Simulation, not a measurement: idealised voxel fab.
This is a process module. Its name is voxel capacitor over wiring.
It is cross-section cut that appears here, measuring 255 nm in width, its square cells being 5 nm in size.
Format of a cross-section: grid, square cells. Given as bands. Order: top down. Band: one or more rows of cells. Look at the band entry: it leads with the top's height and the bottom's height in nm. Then it lists the materials left to right, with a width in nm for each. The word "full width" on a single material says that material fills the band edge to edge. The word "blank" is empty space. Measure heights from 0. That's the level where, below it, the as-received wafer is all one material. The lowest band is bottomless and extends downward; write it as in "0 nm and below". So if you see something like "30..40" for the width, read it as the top row of the band sitting at the first number and the bottom row at the second, with every row in between moving by the same amount as the last. Where the words "same as before" appear for a step, the cross-section shows no cell changed by that step; every cell remained as before. So "Enclosed void catalog" is basically the list of trapped voids: any empty space of 8 cells or more that can't reach the top through an opening. They're written width x height at distance, the distance being from the left edge, and it's all nm. Where a step's line continues beyond its settings, the continuation is a remark by the simulator itself on that step. overlay nm: mask offset rightward from planned place, masked step; negative means leftward offset. Below you will find pairs of cross-sections. In each, one shows the wafer before one process step and the other after it, with the after view ending at the lowest band that changed. Under each pair is the step separating them, along with its settings. Do not assume the pairs form a chain: they can come from different runs of this module on the same starting wafer, and a pair continues from the pair above it only when its "Before-step section" entry says so.
Before-step section:
	50 nm to 40 nm = lowk 80 | TiN 5 | Cu 5 | TiN 5 | lowk 160
	40 nm to 35 nm = SiCN 80 | TiN 15 | SiCN 160
	35 nm to 20 nm = lowk 65 | SiCN 5 | W 25 | SiCN 5 | lowk 50 | SiCN 5 | W 25 | SiCN 5 | lowk 70
	20 nm to 15 nm = SiCN 70 | TiN 25 | SiCN 60 | TiN 25 | SiCN 75
	15 nm to 0 nm = SiO2 full width
	0 nm and below = Si full width
	Enclosed void catalog: none
Result of Step:
	65 nm to 50 nm = TiN full width
	Rest of section, below 50: as before.
	Enclosed void catalog: none
Between the two cross-sections above, the process step reads DIRECTIONAL_DEP [material TiN] [thk nm 15]
Before-step section: The structure entering this step is exactly what the pair just above shows after its step.
Result of Step:
	70 nm to 65 nm = HfO2 full width
	Rest of section, below 65: as before.
	Enclosed void catalog: none
Between the two cross-sections above, the process step reads DIRECTIONAL_DEP [material HfO2] [thk nm 5]
Before-step section: The structure entering this step is exactly what the pair just above shows after its step.
Result of Step:
	80 nm to 70 nm = TiN full width
	Rest of section, below 70: as before.
	Enclosed void catalog: none
Between the two cross-sections above, the process step reads DIRECTIONAL_DEP [material TiN] [thk nm 10]
Before-step section: The structure entering this step is exactly what the pair just above shows after its step.
Result of Step:
	95 nm to 80 nm = aC full width
	Rest of section, below 80: as before.
	Enclosed void catalog: none
Between the two cross-sections above, the process step reads DIRECTIONAL_DEP [material aC] [thk nm 15]
Before-step section: The structure entering this step is exactly what the pair just above shows after its step.
Result of Step:
	130 nm to 95 nm = blank 80 | resist 65 | blank 110
	Rest of section, below 95: as before.
	Enclosed void catalog: none
Between the two cross-sections above, the process step reads PATTERN [tone cover] [mask id UPPER_PLATE] [material resist] [width nm 65] [thk nm 35] [overlay nm 0]
Before-step section: The structure entering this step is exactly what the pair just above shows after its step.
Result of Step:
	115 nm to 95 nm = blank 80 | resist 65 | blank 110
	95 nm to 80 nm = blank 80 | aC 65 | blank 110
	Rest of section, below 80: as before.
	Enclosed void catalog: none
Between the two cross-sections above, the process step reads DIRECTIONAL_ETCH [etch materials aC] [depth nm 15]
Before-step section: The structure entering this step is exactly what the pair just above shows after its step.
Result of Step:
	95 nm to 80 nm = blank 80 | aC 65 | blank 110
	Rest of section, below 80: as before.
	Enclosed void catalog: none
Between the two cross-sections above, the process step reads STRIP [etch materials resist]
Before-step section: The structure entering this step is exactly what the pair just above shows after its step.
Result of Step:
	95 nm to 80 nm = blank 80 | aC 65 | blank 110
	80 nm to 70 nm = blank 80 | TiN 65 | blank 110
	Rest of section, below 70: as before.
	Enclosed void catalog: none
Between the two cross-sections above, the process step reads DIRECTIONAL_ETCH [etch materials TiN] [depth nm 10]
Before-step section: The structure entering this step is exactly what the pair just above shows after its step.
Result of Step:
	95 nm to 80 nm = blank 80 | aC 65 | blank 110
	80 nm to 70 nm = blank 80 | TiN 65 | blank 110
	70 nm to 65 nm = blank 80 | HfO2 65 | blank 110
	Rest of section, below 65: as before.
	Enclosed void catalog: none
Between the two cross-sections above, the process step reads DIRECTIONAL_ETCH [etch materials HfO2] [depth nm 5]
Before-step section: The structure entering this step is exactly what the pair just above shows after its step.
Result of Step:
	80 nm to 70 nm = blank 80 | TiN 65 | blank 110
	Rest of section, below 70: as before.
	Enclosed void catalog: none
Between the two cross-sections above, the process step reads STRIP [etch materials aC]
Before-step section: The structure entering this step is exactly what the pair just above shows after its step.
Result of Step:
	95 nm to 80 nm = blank 80 | aC 65 | blank 110
	80 nm to 70 nm = aC 80 | TiN 65 | aC 110
	70 nm to 65 nm = aC 80 | HfO2 65 | aC 110
	Rest of section, below 65: as before.
	Enclosed void catalog: none
Between the two cross-sections above, the process step reads DIRECTIONAL_DEP [material aC] [thk nm 15]
Before-step section: The structure entering this step is exactly what the pair just above shows after its step.
Result of Step:
	125 nm to 95 nm = blank 75 | resist 75 | blank 105
	95 nm to 80 nm = blank 75 | resist 5 | aC 65 | resist 5 | blank 105
	Rest of section, below 80: as before.
	Enclosed void catalog: none
Between the two cross-sections above, the process step reads PATTERN [tone cover] [mask id LOWER_PLATE] [material resist] [width nm 75] [thk nm 30] [overlay nm 0]
Before-step section: The structure entering this step is exactly what the pair just above shows after its step.
Result of Step:
	110 nm to 95 nm = blank 75 | resist 75 | blank 105
	95 nm to 80 nm = blank 75 | resist 5 | aC 65 | resist 5 | blank 105
	80 nm to 70 nm = blank 75 | aC 5 | TiN 65 | aC 5 | blank 105
	70 nm to 65 nm = blank 75 | aC 5 | HfO2 65 | aC 5 | blank 105
	Rest of section, below 65: as before.
	Enclosed void catalog: none
Between the two cross-sections above, the process step reads DIRECTIONAL_ETCH [etch materials aC] [depth nm 15]
Before-step section: The structure entering this step is exactly what the pair just above shows after its step.
Result of Step:
	95 nm to 80 nm = blank 80 | aC 65 | blank 110
	Rest of section, below 80: as before.
	Enclosed void catalog: none
Between the two cross-sections above, the process step reads STRIP [etch materials resist]
Before-step section: The structure entering this step is exactly what the pair just above shows after its step.
Result of Step:
	95 nm to 80 nm = blank 80 | aC 65 | blank 110
	80 nm to 70 nm = blank 75 | aC 5 | TiN 65 | aC 5 | blank 105
	70 nm to 65 nm = blank 75 | aC 5 | HfO2 65 | aC 5 | blank 105
	65 nm to 60 nm = blank 75 | TiN 75 | blank 105
	Rest of section, below 60: as before.
	Enclosed void catalog: none
Between the two cross-sections above, the process step reads DIRECTIONAL_ETCH [etch materials TiN] [depth nm 5]
Before-step section: The structure entering this step is exactly what the pair just above shows after its step.
Result of Step:
	80 nm to 70 nm = blank 80 | TiN 65 | blank 110
	70 nm to 65 nm = blank 80 | HfO2 65 | blank 110
	Rest of section, below 65: as before.
	Enclosed void catalog: none
Between the two cross-sections above, the process step reads STRIP [etch materials aC]
Before-step section: The structure entering this step is exactly what the pair just above shows after its step.
Result of Step:
	100 nm to 80 nm = SiO2 full width
	80 nm to 70 nm = SiO2 80 | TiN 65 | SiO2 110
	70 nm to 65 nm = SiO2 80 | HfO2 65 | SiO2 110
	65 nm to 60 nm = SiO2 75 | TiN 75 | SiO2 105
	Rest of section, below 60: as before.
	Enclosed void catalog: none
Between the two cross-sections above, the process step reads FILL_DEP [material SiO2] [thk nm 20]
Before-step section: The structure entering this step is exactly what the pair just above shows after its step.
Result of Step:
	85 nm to 80 nm = SiO2 full width
	Rest of section, below 80: as before.
	Enclosed void catalog: none
Between the two cross-sections above, the process step reads CMP [height nm 85]
Before-step section: The structure entering this step is exactly what the pair just above shows after its step.
Result of Step:
	100 nm to 85 nm = resist 90 | blank 15 | resist 150
	Rest of section, below 85: as before.
	Enclosed void catalog: none
Between the two cross-sections above, the process step reads PATTERN [tone open] [mask id PLUG_2] [material resist] [width nm 15] [thk nm 15] [overlay nm 0]
Before-step section: The structure entering this step is exactly what the pair just above shows after its step.
Result of Step:
	100 nm to 85 nm = resist 90 | blank 15 | resist 150
	85 nm to 80 nm = SiO2 90 | blank 15 | SiO2 150
	Rest of section, below 80: as before.
	Enclosed void catalog: none
Between the two cross-sections above, the process step reads DIRECTIONAL_ETCH [etch materials SiO2] [depth nm 15]
Before-step section: The structure entering this step is exactly what the pair just above shows after its step.
Result of Step:
	85 nm to 80 nm = SiO2 90 | blank 15 | SiO2 150
	Rest of section, below 80: as before.
	Enclosed void catalog: none
Between the two cross-sections above, the process step reads STRIP [etch materials resist]
Before-step section: The structure entering this step is exactly what the pair just above shows after its step.
Result of Step:
	90 nm to 85 nm = TiN 95 | blank 5 | TiN 155
	85 nm to 80 nm = SiO2 90 | TiN 15 | SiO2 150
	Rest of section, below 80: as before.
	Enclosed void catalog: none
Between the two cross-sections above, the process step reads CONFORMAL_DEP [material TiN] [thk nm 5]
Before-step section: The structure entering this step is exactly what the pair just above shows after its step.
Result of Step:
	95 nm to 90 nm = Cu full width
	90 nm to 85 nm = TiN 95 | Cu 5 | TiN 155
	Rest of section, below 85: as before.
	Enclosed void catalog: none
Between the two cross-sections above, the process step reads FILL_DEP [material Cu] [thk nm 5]
Before-step section: The structure entering this step is exactly what the pair just above shows after its step.
Result of Step:
	85 nm to 80 nm = SiO2 90 | TiN 15 | SiO2 150
	Rest of section, below 80: as before.
	Enclosed void catalog: none
Between the two cross-sections above, the process step reads CMP [height nm 85]
Before-step section: The structure entering this step is exactly what the pair just above shows after its step.
Result of Step:
	90 nm to 85 nm = SiCN full width
	Rest of section, below 85: as before.
	Enclosed void catalog: none
Between the two cross-sections above, the process step reads CONFORMAL_DEP [material SiCN] [thk nm 5]
Before-step section:
	65 nm to 50 nm = aC full width
	50 nm to 40 nm = lowk full width
	40 nm to 35 nm = SiCN full width
	35 nm to 20 nm = lowk 65 | SiCN 5 | W 25 | SiCN 5 | lowk 50 | SiCN 5 | W 25 | SiCN 5 | lowk 70
	20 nm to 15 nm = SiCN 70 | TiN 25 | SiCN 60 | TiN 25 | SiCN 75
	15 nm to 0 nm = SiO2 full width
	0 nm and below = Si full width
	Enclosed void catalog: none
Result of Step:
	95 nm to 65 nm = resist 80 | blank 20 | resist 155
	Rest of section, below 65: as before.
	Enclosed void catalog: none
Between the two cross-sections above, the process step reads PATTERN [tone open] [mask id PLUG_1] [material resist] [width nm 20] [thk nm 30] [overlay nm 0]
Before-step section: The structure entering this step is exactly what the pair just above shows after its step.
Result of Step:
	80 nm to 65 nm = resist 80 | blank 20 | resist 155
	65 nm to 50 nm = aC 80 | blank 20 | aC 155
	Rest of section, below 50: as before.
	Enclosed void catalog: none
Between the two cross-sections above, the process step reads DIRECTIONAL_ETCH [etch materials aC] [depth nm 15]
Before-step section: The structure entering this step is exactly what the pair just above shows after its step.
Result of Step:
	65 nm to 50 nm = aC 80 | blank 20 | aC 155
	Rest of section, below 50: as before.
	Enclosed void catalog: none
Between the two cross-sections above, the process step reads STRIP [etch materials resist]
Before-step section: The structure entering this step is exactly what the pair just above shows after its step.
Result of Step:
	65 nm to 50 nm = aC 80 | blank 20 | aC 155
	50 nm to 40 nm = lowk 80 | blank 20 | lowk 155
	Rest of section, below 40: as before.
	Enclosed void catalog: none
Between the two cross-sections above, the process step reads DIRECTIONAL_ETCH [etch materials lowk] [depth nm 10]
Before-step section: The structure entering this step is exactly what the pair just above shows after its step.
Result of Step:
	65 nm to 50 nm = aC 80 | blank 20 | aC 155
	50 nm to 40 nm = lowk 80 | blank 20 | lowk 155
	40 nm to 35 nm = SiCN 80 | blank 20 | SiCN 155
	Rest of section, below 35: as before.
	Enclosed void catalog: none
Between the two cross-sections above, the process step reads DIRECTIONAL_ETCH [etch materials SiCN] [depth nm 5]
Before-step section: The structure entering this step is exactly what the pair just above shows after its step.
Result of Step:
	50 nm to 40 nm = lowk 80 | blank 20 | lowk 155
	Rest of section, below 40: as before.
	Enclosed void catalog: none
Between the two cross-sections above, the process step reads STRIP [etch materials aC]
Before-step section: The structure entering this step is exactly what the pair just above shows after its step.
Result of Step:
	55 nm to 50 nm = TiN 85 | blank 10 | TiN 160
	50 nm to 40 nm = lowk 80 | TiN 5 | blank 10 | TiN 5 | lowk 155
	40 nm to 35 nm = SiCN 80 | TiN 20 | SiCN 155
	Rest of section, below 35: as before.
	Enclosed void catalog: none
Between the two cross-sections above, the process step reads CONFORMAL_DEP [material TiN] [thk nm 5]
Before-step section: The structure entering this step is exactly what the pair just above shows after its step.
Result of Step:
	60 nm to 55 nm = Cu full width
	55 nm to 50 nm = TiN 85 | Cu 10 | TiN 160
	50 nm to 40 nm = lowk 80 | TiN 5 | Cu 10 | TiN 5 | lowk 155
	Rest of section, below 40: as before.
	Enclosed void catalog: none
Between the two cross-sections above, the process step reads FILL_DEP [material Cu] [thk nm 5]
Before-step section: The structure entering this step is exactly what the pair just above shows after its step.
Result of Step:
	50 nm to 40 nm = lowk 80 | TiN 5 | Cu 10 | TiN 5 | lowk 155
	Rest of section, below 40: as before.
	Enclosed void catalog: none
Between the two cross-sections above, the process step reads CMP [height nm 50]
Before-step section: The structure entering this step is exactly what the pair just above shows after its step.
Result of Step:
	55 nm to 50 nm = TiN full width
	Rest of section, below 50: as before.
	Enclosed void catalog: none
Between the two cross-sections above, the process step reads DIRECTIONAL_DEP [material TiN] [thk nm 5]
Before-step section: The structure entering this step is exactly what the pair just above shows after its step.
Result of Step:
	60 nm to 55 nm = HfO2 full width
	Rest of section, below 55: as before.
	Enclosed void catalog: none
Between the two cross-sections above, the process step reads DIRECTIONAL_DEP [material HfO2] [thk nm 5]
Before-step section: The structure entering this step is exactly what the pair just above shows after its step.
Result of Step:
	70 nm to 60 nm = TiN full width
	Rest of section, below 60: as before.
	Enclosed void catalog: none
Between the two cross-sections above, the process step reads DIRECTIONAL_DEP [material TiN] [thk nm 10]
Before-step section: The structure entering this step is exactly what the pair just above shows after its step.
Result of Step:
	85 nm to 70 nm = aC full width
	Rest of section, below 70: as before.
	Enclosed void catalog: none
Between the two cross-sections above, the process step reads DIRECTIONAL_DEP [material aC] [thk nm 15]
Before-step section: The structure entering this step is exactly what the pair just above shows after its step.
Result of Step:
	120 nm to 85 nm = blank 80 | resist 65 | blank 110
	Rest of section, below 85: as before.
	Enclosed void catalog: none
Between the two cross-sections above, the process step reads PATTERN [tone cover] [mask id UPPER_PLATE] [material resist] [width nm 65] [thk nm 35] [overlay nm 0]
Before-step section: The structure entering this step is exactly what the pair just above shows after its step.
Result of Step:
	105 nm to 85 nm = blank 80 | resist 65 | blank 110
	85 nm to 70 nm = blank 80 | aC 65 | blank 110
	Rest of section, below 70: as before.
	Enclosed void catalog: none
Between the two cross-sections above, the process step reads DIRECTIONAL_ETCH [etch materials aC] [depth nm 15]
Before-step section: The structure entering this step is exactly what the pair just above shows after its step.
Result of Step:
	85 nm to 70 nm = blank 80 | aC 65 | blank 110
	Rest of section, below 70: as before.
	Enclosed void catalog: none
Between the two cross-sections above, the process step reads STRIP [etch materials resist]
Before-step section: The structure entering this step is exactly what the pair just above shows after its step.
Result of Step:
	85 nm to 70 nm = blank 80 | aC 65 | blank 110
	70 nm to 60 nm = blank 80 | TiN 65 | blank 110
	Rest of section, below 60: as before.
	Enclosed void catalog: none
Between the two cross-sections above, the process step reads DIRECTIONAL_ETCH [etch materials TiN] [depth nm 10]
Before-step section: The structure entering this step is exactly what the pair just above shows after its step.
Result of Step:
	85 nm to 70 nm = blank 80 | aC 65 | blank 110
	70 nm to 60 nm = blank 80 | TiN 65 | blank 110
	60 nm to 55 nm = blank 80 | HfO2 65 | blank 110
	Rest of section, below 55: as before.
	Enclosed void catalog: none
Between the two cross-sections above, the process step reads DIRECTIONAL_ETCH [etch materials HfO2] [depth nm 5]
Before-step section: The structure entering this step is exactly what the pair just above shows after its step.
Result of Step:
	70 nm to 60 nm = blank 80 | TiN 65 | blank 110
	Rest of section, below 60: as before.
	Enclosed void catalog: none
Between the two cross-sections above, the process step reads STRIP [etch materials aC]
Before-step section: The structure entering this step is exactly what the pair just above shows after its step.
Result of Step:
	85 nm to 70 nm = blank 80 | aC 65 | blank 110
	70 nm to 60 nm = aC 80 | TiN 65 | aC 110
	60 nm to 55 nm = aC 80 | HfO2 65 | aC 110
	Rest of section, below 55: as before.
	Enclosed void catalog: none
Between the two cross-sections above, the process step reads DIRECTIONAL_DEP [material aC] [thk nm 15]
Before-step section: The structure entering this step is exactly what the pair just above shows after its step.
Result of Step:
	115 nm to 85 nm = blank 75 | resist 75 | blank 105
	85 nm to 70 nm = blank 75 | resist 5 | aC 65 | resist 5 | blank 105
	Rest of section, below 70: as before.
	Enclosed void catalog: none
Between the two cross-sections above, the process step reads PATTERN [tone cover] [mask id LOWER_PLATE] [material resist] [width nm 75] [thk nm 30] [overlay nm 0]
Before-step section: The structure entering this step is exactly what the pair just above shows after its step.
Result of Step:
	100 nm to 85 nm = blank 75 | resist 75 | blank 105
	85 nm to 70 nm = blank 75 | resist 5 | aC 65 | resist 5 | blank 105
	70 nm to 60 nm = blank 75 | aC 5 | TiN 65 | aC 5 | blank 105
	60 nm to 55 nm = blank 75 | aC 5 | HfO2 65 | aC 5 | blank 105
	Rest of section, below 55: as before.
	Enclosed void catalog: none
Between the two cross-sections above, the process step reads DIRECTIONAL_ETCH [etch materials aC] [depth nm 15]
Before-step section: The structure entering this step is exactly what the pair just above shows after its step.
Result of Step:
	85 nm to 70 nm = blank 80 | aC 65 | blank 110
	Rest of section, below 70: as before.
	Enclosed void catalog: none
Between the two cross-sections above, the process step reads STRIP [etch materials resist]
Before-step section: The structure entering this step is exactly what the pair just above shows after its step.
Result of Step:
	85 nm to 70 nm = blank 80 | aC 65 | blank 110
	70 nm to 60 nm = blank 75 | aC 5 | TiN 65 | aC 5 | blank 105
	60 nm to 55 nm = blank 75 | aC 5 | HfO2 65 | aC 5 | blank 105
	55 nm to 50 nm = blank 75 | TiN 75 | blank 105
	Rest of section, below 50: as before.
	Enclosed void catalog: none
Between the two cross-sections above, the process step reads DIRECTIONAL_ETCH [etch materials TiN] [depth nm 5]
Before-step section: The structure entering this step is exactly what the pair just above shows after its step.
Result of Step:
	70 nm to 60 nm = blank 80 | TiN 65 | blank 110
	60 nm to 55 nm = blank 80 | HfO2 65 | blank 110
	Rest of section, below 55: as before.
	Enclosed void catalog: none
Between the two cross-sections above, the process step reads STRIP [etch materials aC]
Before-step section: The structure entering this step is exactly what the pair just above shows after its step.
Result of Step:
	90 nm to 70 nm = SiO2 full width
	70 nm to 60 nm = SiO2 80 | TiN 65 | SiO2 110
	60 nm to 55 nm = SiO2 80 | HfO2 65 | SiO2 110
	55 nm to 50 nm = SiO2 75 | TiN 75 | SiO2 105
	Rest of section, below 50: as before.
	Enclosed void catalog: none
Between the two cross-sections above, the process step reads FILL_DEP [material SiO2] [thk nm 20]
Before-step section: The structure entering this step is exactly what the pair just above shows after its step.
Result of Step:
	85 nm to 70 nm = SiO2 full width
	Rest of section, below 70: as before.
	Enclosed void catalog: none
Between the two cross-sections above, the process step reads CMP [height nm 85]
Before-step section: The structure entering this step is exactly what the pair just above shows after its step.
Result of Step:
	100 nm to 85 nm = resist 90 | blank 15 | resist 150
	Rest of section, below 85: as before.
	Enclosed void catalog: none
Between the two cross-sections above, the process step reads PATTERN [tone open] [mask id PLUG_2] [material resist] [width nm 15] [thk nm 15] [overlay nm 0]
Before-step section: The structure entering this step is exactly what the pair just above shows after its step.
Result of Step:
	100 nm to 85 nm = resist 90 | blank 15 | resist 150
	85 nm to 70 nm = SiO2 90 | blank 15 | SiO2 150
	Rest of section, below 70: as before.
	Enclosed void catalog: none
Between the two cross-sections above, the process step reads DIRECTIONAL_ETCH [etch materials SiO2] [depth nm 15]
Before-step section: The structure entering this step is exactly what the pair just above shows after its step.
Result of Step:
	85 nm to 70 nm = SiO2 90 | blank 15 | SiO2 150
	Rest of section, below 70: as before.
	Enclosed void catalog: none
Between the two cross-sections above, the process step reads STRIP [etch materials resist]
Before-step section: The structure entering this step is exactly what the pair just above shows after its step.
Result of Step:
	90 nm to 85 nm = TiN 95 | blank 5 | TiN 155
	85 nm to 75 nm = SiO2 90 | TiN 5 | blank 5 | TiN 5 | SiO2 150
	75 nm to 70 nm = SiO2 90 | TiN 15 | SiO2 150
	Rest of section, below 70: as before.
	Enclosed void catalog: none
Between the two cross-sections above, the process step reads CONFORMAL_DEP [material TiN] [thk nm 5]
Before-step section: The structure entering this step is exactly what the pair just above shows after its step.
Result of Step:
	95 nm to 90 nm = Cu full width
	90 nm to 85 nm = TiN 95 | Cu 5 | TiN 155
	85 nm to 75 nm = SiO2 90 | TiN 5 | Cu 5 | TiN 5 | SiO2 150
	Rest of section, below 75: as before.
	Enclosed void catalog: none
Between the two cross-sections above, the process step reads FILL_DEP [material Cu] [thk nm 5]
Before-step section: The structure entering this step is exactly what the pair just above shows after its step.
Result of Step:
	85 nm to 75 nm = SiO2 90 | TiN 5 | Cu 5 | TiN 5 | SiO2 150
	Rest of section, below 75: as before.
	Enclosed void catalog: none
Between the two cross-sections above, the process step reads CMP [height nm 85]
Before-step section: The structure entering this step is exactly what the pair just above shows after its step.
Result of Step:
	90 nm to 85 nm = SiCN full width
	Rest of section, below 85: as before.
	Enclosed void catalog: none
Between the two cross-sections above, the process step reads CONFORMAL_DEP [material SiCN] [thk nm 5]
Before-step section:
	35 nm to 20 nm = W full width
	20 nm to 15 nm = TiN full width
	15 nm to 0 nm = SiO2 full width
	0 nm and below = Si full width
	Enclosed void catalog: none
Result of Step:
	35 nm to 20 nm = blank 75 | W 25 | blank 60 | W 25 | blank 70
	Rest of section, below 20: as before.
	Enclosed void catalog: none
Between the two cross-sections above, the process step reads MASKED_ETCH [tone cover] [mask id METAL_1] [width nm 25] [pitch nm 85] [etch materials W] [depth nm 15] [overlay nm 5]
Before-step section: The structure entering this step is exactly what the pair just above shows after its step.
Result of Step:
	35 nm to 20 nm = blank 75 | W 25 | blank 60 | W 25 | blank 70
	20 nm to 15 nm = blank 70 | TiN 30 | blank 55 | TiN 30 | blank 70
	Rest of section, below 15: as before.
	Enclosed void catalog: none
Between the two cross-sections above, the process step reads MASKED_ETCH [tone cover] [mask id METAL_1] [width nm 25] [pitch nm 85] [etch materials TiN] [depth nm 5] [overlay nm 0]
Before-step section: The structure entering this step is exactly what the pair just above shows after its step.
Result of Step:
	40 nm to 35 nm = blank 70 | SiCN 35 | blank 50 | SiCN 35 | blank 65
	35 nm to 25 nm = blank 70 | SiCN 5 | W 25 | SiCN 5 | blank 50 | SiCN 5 | W 25 | SiCN 5 | blank 65
	25 nm to 20 nm = blank 65 | SiCN 10 | W 25 | SiCN 5 | blank 45 | SiCN 10 | W 25 | SiCN 5 | blank 65
	20 nm to 15 nm = SiCN 70 | TiN 30 | SiCN 55 | TiN 30 | SiCN 70
	Rest of section, below 15: as before.
	Enclosed void catalog: none
Between the two cross-sections above, the process step reads CONFORMAL_DEP [material SiCN] [thk nm 5]
Before-step section: The structure entering this step is exactly what the pair just above shows after its step.
Result of Step:
	50 nm to 40 nm = lowk full width
	40 nm to 35 nm = lowk 70 | SiCN 35 | lowk 50 | SiCN 35 | lowk 65
	35 nm to 25 nm = lowk 70 | SiCN 5 | W 25 | SiCN 5 | lowk 50 | SiCN 5 | W 25 | SiCN 5 | lowk 65
	25 nm to 20 nm = lowk 65 | SiCN 10 | W 25 | SiCN 5 | lowk 45 | SiCN 10 | W 25 | SiCN 5 | lowk 65
	Rest of section, below 20: as before.
	Enclosed void catalog: none
Between the two cross-sections above, the process step reads FILL_DEP [material lowk] [thk nm 10]
Before-step section: The structure entering this step is exactly what the pair just above shows after its step.
Result of Step:
	35 nm to 25 nm = lowk 70 | SiCN 5 | W 25 | SiCN 5 | lowk 50 | SiCN 5 | W 25 | SiCN 5 | lowk 65
	Rest of section, below 25: as before.
	Enclosed void catalog: none
Between the two cross-sections above, the process step reads CMP [height nm 35]
Before-step section: The structure entering this step is exactly what the pair just above shows after its step.
Result of Step:
	40 nm to 35 nm = SiCN full width
	Rest of section, below 35: as before.
	Enclosed void catalog: none
Between the two cross-sections above, the process step reads CONFORMAL_DEP [material SiCN] [thk nm 5]
Before-step section: The structure entering this step is exactly what the pair just above shows after its step.
Result of Step:
	50 nm to 40 nm = lowk full width
	Rest of section, below 40: as before.
	Enclosed void catalog: none
Between the two cross-sections above, the process step reads DIRECTIONAL_DEP [material lowk] [thk nm 10]
Before-step section: The structure entering this step is exactly what the pair just above shows after its step.
Result of Step:
	65 nm to 50 nm = aC full width
	Rest of section, below 50: as before.
	Enclosed void catalog: none
Between the two cross-sections above, the process step reads DIRECTIONAL_DEP [material aC] [thk nm 15]
Before-step section: The structure entering this step is exactly what the pair just above shows after its step.
Result of Step:
	95 nm to 65 nm = resist 80 | blank 15 | resist 160
	Rest of section, below 65: as before.
	Enclosed void catalog: none
Between the two cross-sections above, the process step reads PATTERN [tone open] [mask id PLUG_1] [material resist] [width nm 15] [thk nm 30] [overlay nm 0]
Before-step section: The structure entering this step is exactly what the pair just above shows after its step.
Result of Step:
	80 nm to 65 nm = resist 80 | blank 15 | resist 160
	65 nm to 50 nm = aC 80 | blank 15 | aC 160
	Rest of section, below 50: as before.
	Enclosed void catalog: none
Between the two cross-sections above, the process step reads DIRECTIONAL_ETCH [etch materials aC] [depth nm 15]
Before-step section: The structure entering this step is exactly what the pair just above shows after its step.
Result of Step:
	65 nm to 50 nm = aC 80 | blank 15 | aC 160
	Rest of section, below 50: as before.
	Enclosed void catalog: none
Between the two cross-sections above, the process step reads STRIP [etch materials resist]
Before-step section: The structure entering this step is exactly what the pair just above shows after its step.
Result of Step:
	65 nm to 50 nm = aC 80 | blank 15 | aC 160
	50 nm to 40 nm = lowk 80 | blank 15 | lowk 160
	Rest of section, below 40: as before.
	Enclosed void catalog: none
Between the two cross-sections above, the process step reads DIRECTIONAL_ETCH [etch materials lowk] [depth nm 10]
Before-step section: The structure entering this step is exactly what the pair just above shows after its step.
Result of Step:
	65 nm to 50 nm = aC 80 | blank 15 | aC 160
	50 nm to 40 nm = lowk 80 | blank 15 | lowk 160
	40 nm to 35 nm = SiCN 80 | blank 15 | SiCN 160
	Rest of section, below 35: as before.
	Enclosed void catalog: none
Between the two cross-sections above, the process step reads DIRECTIONAL_ETCH [etch materials SiCN] [depth nm 5]
Before-step section: The structure entering this step is exactly what the pair just above shows after its step.
Result of Step:
	50 nm to 40 nm = lowk 80 | blank 15 | lowk 160
	Rest of section, below 40: as before.
	Enclosed void catalog: none
Between the two cross-sections above, the process step reads STRIP [etch materials aC]
Before-step section: The structure entering this step is exactly what the pair just above shows after its step.
Result of Step:
	55 nm to 50 nm = TiN 85 | blank 5 | TiN 165
	50 nm to 40 nm = lowk 80 | TiN 5 | blank 5 | TiN 5 | lowk 160
	40 nm to 35 nm = SiCN 80 | TiN 15 | SiCN 160
	Rest of section, below 35: as before.
	Enclosed void catalog: none
Between the two cross-sections above, the process step reads CONFORMAL_DEP [material TiN] [thk nm 5]
Before-step section: The structure entering this step is exactly what the pair just above shows after its step.
Result of Step:
	60 nm to 55 nm = Cu full width
	55 nm to 50 nm = TiN 85 | Cu 5 | TiN 165
	50 nm to 40 nm = lowk 80 | TiN 5 | Cu 5 | TiN 5 | lowk 160
	Rest of section, below 40: as before.
	Enclosed void catalog: none
Between the two cross-sections above, the process step reads FILL_DEP [material Cu] [thk nm 5]
Before-step section: The structure entering this step is exactly what the pair just above shows after its step.
Result of Step:
	50 nm to 40 nm = lowk 80 | TiN 5 | Cu 5 | TiN 5 | lowk 160
	Rest of section, below 40: as before.
	Enclosed void catalog: none
Between the two cross-sections above, the process step reads CMP [height nm 50]
Before-step section: The structure entering this step is exactly what the pair just above shows after its step.
Result of Step:
	55 nm to 50 nm = TiN full width
	Rest of section, below 50: as before.
	Enclosed void catalog: none
Between the two cross-sections above, the process step reads DIRECTIONAL_DEP [material TiN] [thk nm 5]
Before-step section: The structure entering this step is exactly what the pair just above shows after its step.
Result of Step:
	60 nm to 55 nm = HfO2 full width
	Rest of section, below 55: as before.
	Enclosed void catalog: none
Between the two cross-sections above, the process step reads DIRECTIONAL_DEP [material HfO2] [thk nm 5]
Before-step section: The structure entering this step is exactly what the pair just above shows after its step.
Result of Step:
	70 nm to 60 nm = TiN full width
	Rest of section, below 60: as before.
	Enclosed void catalog: none
Between the two cross-sections above, the process step reads DIRECTIONAL_DEP [material TiN] [thk nm 10]
Before-step section: The structure entering this step is exactly what the pair just above shows after its step.
Result of Step:
	85 nm to 70 nm = aC full width
	Rest of section, below 70: as before.
	Enclosed void catalog: none
Between the two cross-sections above, the process step reads DIRECTIONAL_DEP [material aC] [thk nm 15]
Before-step section: The structure entering this step is exactly what the pair just above shows after its step.
Result of Step:
	120 nm to 85 nm = blank 80 | resist 65 | blank 110
	Rest of section, below 85: as before.
	Enclosed void catalog: none
Between the two cross-sections above, the process step reads PATTERN [tone cover] [mask id UPPER_PLATE] [material resist] [width nm 65] [thk nm 35] [overlay nm 0]
Before-step section: The structure entering this step is exactly what the pair just above shows after its step.
Result of Step:
	105 nm to 85 nm = blank 80 | resist 65 | blank 110
	85 nm to 70 nm = blank 80 | aC 65 | blank 110
	Rest of section, below 70: as before.
	Enclosed void catalog: none
Between the two cross-sections above, the process step reads DIRECTIONAL_ETCH [etch materials aC] [depth nm 15]
Before-step section: The structure entering this step is exactly what the pair just above shows after its step.
Result of Step:
	85 nm to 70 nm = blank 80 | aC 65 | blank 110
	Rest of section, below 70: as before.
	Enclosed void catalog: none
Between the two cross-sections above, the process step reads STRIP [etch materials resist]
Before-step section: The structure entering this step is exactly what the pair just above shows after its step.
Result of Step:
	85 nm to 70 nm = blank 80 | aC 65 | blank 110
	70 nm to 60 nm = blank 80 | TiN 65 | blank 110
	Rest of section, below 60: as before.
	Enclosed void catalog: none
Between the two cross-sections above, the process step reads DIRECTIONAL_ETCH [etch materials TiN] [depth nm 10]
